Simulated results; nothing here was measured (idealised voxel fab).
Process module under the name voxel fin reveal
FYI the section here is cut, 200 nm wide, cells are 5 nm squares.
Cross-section, as written here: a square-cell grid given band by band from the top down, where a band holds one or more rows of cells.
Band: top height; bottom height; in nm. Then, left to right: material with width in nm, for each material. "edge to edge": a single material spanning edge to edge. "empty": empty space.
Convention: height 0 is the level below which the wafer, as received, is all one material. The lowest band does not terminate at the bottom but continues downward, represented as "top 0, no bottom".
So if you see something like "30 to 40" for the width, read it as the top row of the band sitting at the first number and the bottom row at the second, with every row in between moving by the same amount as the last.
The cross-section has no changed cell in any step marked "identical to before".
You'll see "Trapped cavities" listing empty spaces that have no way open to the top, as long as they're 8 cells or more; the notation is width x height at distance, where the distance is from the left edge, and all of it is in nm.
It should be noted that, on the line of a given step, the content following the step's settings is a remark produced by the simulator itself with respect to that step.
overlay nm: on a step with a mask, how far right of its planned place the mask lay; negative means left.
PROCESS STEPS (PLANNED)
1 RECEIVE | material Si
2 CONFORMAL_DEP | material SiN | thk nm 5
3 DIRECTIONAL_DEP | material aC | thk nm 15
4 PATTERN | tone cover | mask id FINS | material resist | width nm 15 | pitch nm 35 | thk nm 35 | overlay nm 0
5 DIRECTIONAL_ETCH | etch materials aC | depth nm 15
6 STRIP | etch materials resist
7 DIRECTIONAL_ETCH | etch materials SiN | depth nm 5
8 DIRECTIONAL_ETCH | etch materials Si | depth nm 35
9 STRIP | etch materials aC
10 OXIDIZE | depth nm 5
11 FILL_DEP | material SiO2 | thk nm 10
12 CMP | height nm 5
13 SELECTIVE_ETCH | etch materials SiO2 | depth nm 30
14 STRIP | etch materials SiN
THE FIRST OF THE TWO WAFERS, WHICH RAN AS PLANNED
CROSS-SECTION OF THE WAFER AS IT CAME TO US, I.E., ALREADY THROUGH STEP 1
- top 0, no bottom | Si edge to edge
- Trapped cavities: none
AFTER STEP 2
- top 5, bottom 0 | SiN edge to edge
- Below 0, no change.
AFTER STEP 3
- top 20, bottom 5 | aC edge to edge
- Below 5, no change.
AFTER STEP 4
- top 55, bottom 20 | 75 empty, then 15 resist, then 20 empty, then 15 resist, then 75 empty
- Below 20, no change.
AFTER STEP 5
- top 40, bottom 20 | 75 empty, then 15 resist, then 20 empty, then 15 resist, then 75 empty
- top 20, bottom 5 | 75 empty, then 15 aC, then 20 empty, then 15 aC, then 75 empty
- Below 5, no change.
AFTER STEP 6
- top 20, bottom 5 | 75 empty, then 15 aC, then 20 empty, then 15 aC, then 75 empty
- Below 5, no change.
AFTER STEP 7
- top 20, bottom 5 | 75 empty, then 15 aC, then 20 empty, then 15 aC, then 75 empty
- top 5, bottom 0 | 75 empty, then 15 SiN, then 20 empty, then 15 SiN, then 75 empty
- Below 0, no change.
AFTER STEP 8
- top 20, bottom 5 | 75 empty, then 15 aC, then 20 empty, then 15 aC, then 75 empty
- top 5, bottom 0 | 75 empty, then 15 SiN, then 20 empty, then 15 SiN, then 75 empty
- top 0, bottom -35 | 75 empty, then 15 Si, then 20 empty, then 15 Si, then 75 empty
- Below -35, no change.
AFTER STEP 9
- top 5, bottom 0 | 75 empty, then 15 SiN, then 20 empty, then 15 SiN, then 75 empty
- Below 0, no change.
AFTER STEP 10
- top 5, bottom 0 | 75 empty, then 15 SiN, then 20 empty, then 15 SiN, then 75 empty
- top 0, bottom -35 | 75 empty, then 5 SiO2, then 5 Si, then 5 SiO2, then 20 empty, then 5 SiO2, then 5 Si, then 5 SiO2, then 75 empty
- top -35, bottom -40 | 80 SiO2, then 5 Si, then 30 SiO2, then 5 Si, then 80 SiO2
- Below -40, no change.
AFTER STEP 11
- top 15, bottom 5 | SiO2 edge to edge
- top 5, bottom 0 | 75 SiO2, then 15 SiN, then 20 SiO2, then 15 SiN, then 75 SiO2
- top 0, bottom -40 | 80 SiO2, then 5 Si, then 30 SiO2, then 5 Si, then 80 SiO2
- Below -40, no change.
AFTER STEP 12
- top 5, bottom 0 | 75 SiO2, then 15 SiN, then 20 SiO2, then 15 SiN, then 75 SiO2
- Below 0, no change.
AFTER STEP 13
- top 5, bottom 0 | 75 empty, then 15 SiN, then 20 empty, then 15 SiN, then 75 empty
- top 0, bottom -25 | 80 empty, then 5 Si, then 30 empty, then 5 Si, then 80 empty
- Below -25, no change.
AFTER STEP 14
- top 0, bottom -25 | 80 empty, then 5 Si, then 30 empty, then 5 Si, then 80 empty
- Below -25, no change.
SECOND WAFER - SHARED START AND PLAN WITH THE FIRST - ONE ERROR IN RUNNING - SAME AS THE FIRST UP TO STEP 13 INCLUSIVE
THE SECOND WAFER CUT THROUGH, AT THE TIME STEP 14 WAS SUPPOSED TO BE FINISHED
- top 5, bottom 0 | 75 empty, then 15 SiN, then 20 empty, then 15 SiN, then 75 empty
- top 0, bottom -40 | 80 empty, then 5 Si, then 30 empty, then 5 Si, then 80 empty
- Below -40, no change.
Run error: step 14 deviated from plan and actually ran as STRIP | etch materials SiO2
At the finish, the second wafer shows more or fewer cells for some materials than the first does: +6 SiN | -114 SiO2
